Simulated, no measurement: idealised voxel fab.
This section sets out a process module, namely voxel transistor to metal.
This is section cut - it's 185 nm across, gridded in 5 nm square cells.
Cross-section, as written here: a square-cell grid given band by band from the top down, where a band holds one or more rows of cells.
A band entry consists of two parts. The first gives the height of the band's top and the height of its bottom, in nm. The rest lists the band's materials from left to right, each with its width in nm. A single material labelled with the word "throughout" fills the band from edge to edge, and the word "air" marks empty space.
Zero point of the height axis is 0; under it, received wafer = one material. Lowest band: continues down indefinitely, "z 0 and below".
The notation "30..40" denotes a width that varies across the rows of cells in the band, beginning at the first number in the top row, finishing at the second number in the bottom row, and changing by an identical amount from each row to the next.
A step reported as "remained the same" is a step in which no cell of the cross-section changed.
Basically, "Sealed void inventory" tells you about the enclosed voids: empty spaces with no open way to the top, 8 cells or bigger, each written width x height at distance, where distance is from the left edge, all in nm.
That trailing text on a step's line, after the settings, is the simulator's own remark on the step.
"overlay nm" on a masked step: distance the mask lay right of its planned place, negative for left.

**So here's the lineup of process steps we planned**
- 1: op RECEIVE | material Si
- 2: op OXIDIZE | depth nm 5
- 3: op CONFORMAL_DEP | material SiN | thk nm 10
- 4: op DIRECTIONAL_DEP | material aC | thk nm 15
- 5: op PATTERN | tone cover | mask id ACTIVE | material resist | width nm 110 | thk nm 30 | overlay nm 0
- 6: op DIRECTIONAL_ETCH | etch materials aC | depth nm 15
- 7: op STRIP | etch materials resist
- 8: op DIRECTIONAL_ETCH | etch materials SiN | depth nm 10
- 9: op DIRECTIONAL_ETCH | etch materials SiO2 | depth nm 5
- 10: op DIRECTIONAL_ETCH | etch materials Si | depth nm 30
- 11: op STRIP | etch materials aC
- 12: op FILL_DEP | material SiO2 | thk nm 15
- 13: op CMP | height nm 10
- 14: op SELECTIVE_ETCH | etch materials SiO2 | depth nm 10
- 15: op STRIP | etch materials SiN
- 16: op SELECTIVE_ETCH | etch materials SiO2 | depth nm 5
- 17: op OXIDIZE | depth nm 5
- 18: op DIRECTIONAL_DEP | material polySi | thk nm 20
- 19: op DIRECTIONAL_DEP | material SiCN | thk nm 10
- 20: op MASKED_ETCH | tone cover | mask id GATE | width nm 30 | etch materials SiCN | depth nm 20 | overlay nm 0
- 21: op MASKED_ETCH | tone cover | mask id GATE | width nm 30 | etch materials polySi | depth nm 30 | overlay nm 0
- 22: op CONFORMAL_DEP | material SiO2 | thk nm 5
- 23: op DIRECTIONAL_ETCH | etch materials SiO2 | depth nm 5
- 24: op CONFORMAL_DEP | material SiN | thk nm 5
- 25: op DIRECTIONAL_ETCH | etch materials SiN | depth nm 5
- 26: op DIRECTIONAL_ETCH | etch materials SiO2 | depth nm 5
- 27: op DIRECTIONAL_ETCH | etch materials Si | depth nm 10
- 28: op EPI | material nSi | thk nm 15
- 29: op FILL_DEP | material SiO2 | thk nm 5
- 30: op CMP | height nm 15
- 31: op STRIP | etch materials polySi
- 32: op SELECTIVE_ETCH | etch materials SiO2 | depth nm 5
- 33: op CONFORMAL_DEP | material HfO2 | thk nm 5
- 34: op CONFORMAL_DEP | material TiN | thk nm 5
- 35: op FILL_DEP | material W | thk nm 10
- 36: op CMP | height nm 10
- 37: op DIRECTIONAL_DEP | material SiO2 | thk nm 10
- 38: op DIRECTIONAL_DEP | material aC | thk nm 10
- 39: op PATTERN | tone open | mask id CONTACT | material resist | width nm 15 | pitch nm 75 | thk nm 30 | overlay nm 0
- 40: op DIRECTIONAL_ETCH | etch materials aC | depth nm 10
- 41: op STRIP | etch materials resist
- 42: op DIRECTIONAL_ETCH | etch materials SiO2 | depth nm 25
- 43: op STRIP | etch materials aC
- 44: op CONFORMAL_DEP | material TiN | thk nm 5
- 45: op FILL_DEP | material Ru | thk nm 10
- 46: op CMP | height nm 20
- 47: op CONFORMAL_DEP | material SiN | thk nm 5
- 48: op DIRECTIONAL_DEP | material lowk | thk nm 25
- 49: op MASKED_ETCH | tone open | mask id METAL_1 | width nm 15 | pitch nm 75 | etch materials lowk | depth nm 25 | overlay nm 0
- 50: op MASKED_ETCH | tone open | mask id METAL_1 | width nm 15 | pitch nm 75 | etch materials SiN | depth nm 5 | overlay nm 0
- 51: op CONFORMAL_DEP | material TiN | thk nm 5
- 52: op FILL_DEP | material Ru | thk nm 10
- 53: op CMP | height nm 50
- 54: op EPI | material Ru | thk nm 5
- 55: op FILL_DEP | material SiCN | thk nm 5
- 56: op DIRECTIONAL_DEP | material lowk | thk nm 30
- 57: op PATTERN | tone open | mask id METAL_2 | material resist | width nm 15 | pitch nm 75 | thk nm 15 | overlay nm 0
- 58: op DIRECTIONAL_ETCH | etch materials lowk | depth nm 20
- 59: op STRIP | etch materials resist
- 60: op MASKED_ETCH | tone open | mask id METAL_2_HOLES | width nm 15 | pitch nm 75 | etch materials lowk | depth nm 10 | overlay nm 0
- 61: op MASKED_ETCH | tone open | mask id METAL_2_HOLES | width nm 15 | pitch nm 75 | etch materials SiCN | depth nm 5 | overlay nm 0
- 62: op CONFORMAL_DEP | material TiN | thk nm 5
- 63: op FILL_DEP | material Cu | thk nm 10
- 64: op CMP | height nm 90
- 65: op CONFORMAL_DEP | material SiN | thk nm 5

**Wafer cross-section on receipt, i.e. after step 1**
* z 0 and below  Si throughout
* Sealed void inventory: none

**Same starting wafer, same plan as above, one mistake in the execution; this is the cross-section at the end of the module**
* z 105 to 90  SiN throughout
* z 90 to 60  45 of lowk / 5 of TiN / 5 of Cu / 5 of TiN / 60 of lowk / 5 of TiN / 5 of Cu / 5 of TiN / 50 of lowk
* z 60 to 55  45 of SiCN / 15 of TiN / 60 of SiCN / 15 of TiN / 50 of SiCN
* z 55 to 50  40 of SiCN / 25 of Ru / 50 of SiCN / 25 of Ru / 45 of SiCN
* z 50 to 25  45 of lowk / 5 of TiN / 5 of Ru / 5 of TiN / 60 of lowk / 5 of TiN / 5 of Ru / 5 of TiN / 50 of lowk
* z 25 to 20  45 of SiN / 15 of TiN / 60 of SiN / 15 of TiN / 50 of SiN
* z 20 to 10  45 of SiO2 / 5 of TiN / 5 of Ru / 5 of TiN / 60 of SiO2 / 5 of TiN / 5 of Ru / 5 of TiN / 50 of SiO2
* z 10 to 5  45 of SiO2 / 15 of TiN / 5 of SiO2 / 5 of SiN / 5 of HfO2 / 5 of TiN / 20 of W / 5 of TiN / 5 of HfO2 / 5 of SiN / 5 of SiO2 / 15 of TiN / 50 of SiO2
* z 5 to 0  45 of SiO2 / 5 of TiN / 15 of nSi / 5 of SiN / 5 of HfO2 / 5 of TiN / 20 of W / 5 of TiN / 5 of HfO2 / 5 of SiN / 15 of nSi / 5 of TiN / 50 of SiO2
* z 0 to -5  45 of SiO2 / 5 of TiN / 15 of nSi / 5 of SiN / 5 of HfO2 / 30 of TiN / 5 of HfO2 / 5 of SiN / 15 of nSi / 5 of TiN / 50 of SiO2
* z -5 to -10  30 of SiO2 / 35 of nSi / 5 of SiO2 / 40 of HfO2 / 5 of SiO2 / 35 of nSi / 35 of SiO2
* z -10 to -20  35 of SiO2 / 30 of nSi / 50 of Si / 30 of nSi / 40 of SiO2
* z -20 to -35  35 of SiO2 / 110 of Si / 40 of SiO2
* z -35 and below  Si throughout
* Sealed void inventory: none
Short version of what went wrong: step 65 went in with a setting other than planned; the actual run was op CONFORMAL_DEP | material SiN | thk nm 15
